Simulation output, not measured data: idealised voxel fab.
Herein follows the process module entitled voxel ribs on slabs.
The cross-section shown here is cut; it is 185 nm wide and divided into square cells measuring 5 nm on a side.
Think of the cross-section as a grid of square cells. We describe it in bands, top to bottom, and each band covers one or more rows of those cells. Within each band entry, the heights of the top and of the bottom of the band appear first, in that order and in nm; the materials of the band then follow from left to right, each with its corresponding width in nm. The designation "edge to edge" on a single material indicates that it fills the band from edge to edge; the designation "empty" indicates empty space. Note: height 0 marks the level under which the wafer is uniformly one material as received. Lowest band unbounded below, written "0 down". Think of "30->40" as a width that walks from the first number to the second as you go down the band, top row to bottom row, taking equal-sized steps from row to row. Where the words "no modification" appear for a step, the cross-section shows no cell changed by that step; every cell remained as before. For the entry "Closed empty spaces", the listed items are empty spaces with no open way to the top whose size is 8 cells or more; each item follows the pattern width x height at distance, where distance is from the left edge and all three are in nm. Heads up: the bit after the settings on a step's line is the simulator's remark on that step. If you see "overlay nm" on a step's line and that step has a mask, it's telling you how far right of where it was planned the mask ended up; a negative number means it went left instead.
Listed below are the process steps as planned:
1) RECEIVE with material Si
2) DIRECTIONAL_DEP with material SiO2, thk nm 30
3) DIRECTIONAL_DEP with material SiN, thk nm 20
4) MASKED_ETCH with tone cover, mask id RIB, width nm 25, etch materials SiN, depth nm 15, overlay nm 0
5) MASKED_ETCH with tone cover, mask id SLAB, width nm 75, etch materials SiN, depth nm 5, overlay nm 0
6) FILL_DEP with material SiO2, thk nm 25
7) CMP with height nm 70
8) DIRECTIONAL_DEP with material TiN, thk nm 5
9) PATTERN with tone cover, mask id HEATER, material resist, width nm 35, thk nm 20, overlay nm 0
10) DIRECTIONAL_ETCH with etch materials TiN, depth nm 5
11) STRIP with etch materials resist
12) CONFORMAL_DEP with material SiN, thk nm 5
Cross-section of the incoming wafer, state after step 1:
* 0 down: Si edge to edge
* Closed empty spaces: none
Cross-section, first of two wafers, end of module, run as planned:
* 80 to 75: empty=70, then SiN=45, then empty=70
* 75 to 70: SiN=75, then TiN=35, then SiN=75
* 70 to 50: SiO2 edge to edge
* 50 to 35: SiO2=80, then SiN=25, then SiO2=80
* 35 to 30: SiO2=55, then SiN=75, then SiO2=55
* 30 to 0: SiO2 edge to edge
* 0 down: Si edge to edge
* Closed empty spaces: none
Presented here is a cross-section of the second of the two wafers as it stood at the end of the module. It was started in the same manner and assigned the same plan as the first wafer; however, one mistake was made in its execution:
* 80 to 75: empty=60, then SiN=45, then empty=80
* 75 to 70: SiN=65, then TiN=35, then SiN=85
* 70 to 50: SiO2 edge to edge
* 50 to 35: SiO2=80, then SiN=25, then SiO2=80
* 35 to 30: SiO2=55, then SiN=75, then SiO2=55
* 30 to 0: SiO2 edge to edge
* 0 down: Si edge to edge
* Closed empty spaces: none
Want to know what went wrong? step 9 changed vs plan, executed as PATTERN with tone cover, mask id HEATER, material resist, width nm 35, thk nm 20, overlay nm -10
When the process is done, the second wafer contains the same cell count of every material as the first wafer, but distributed over other locations.
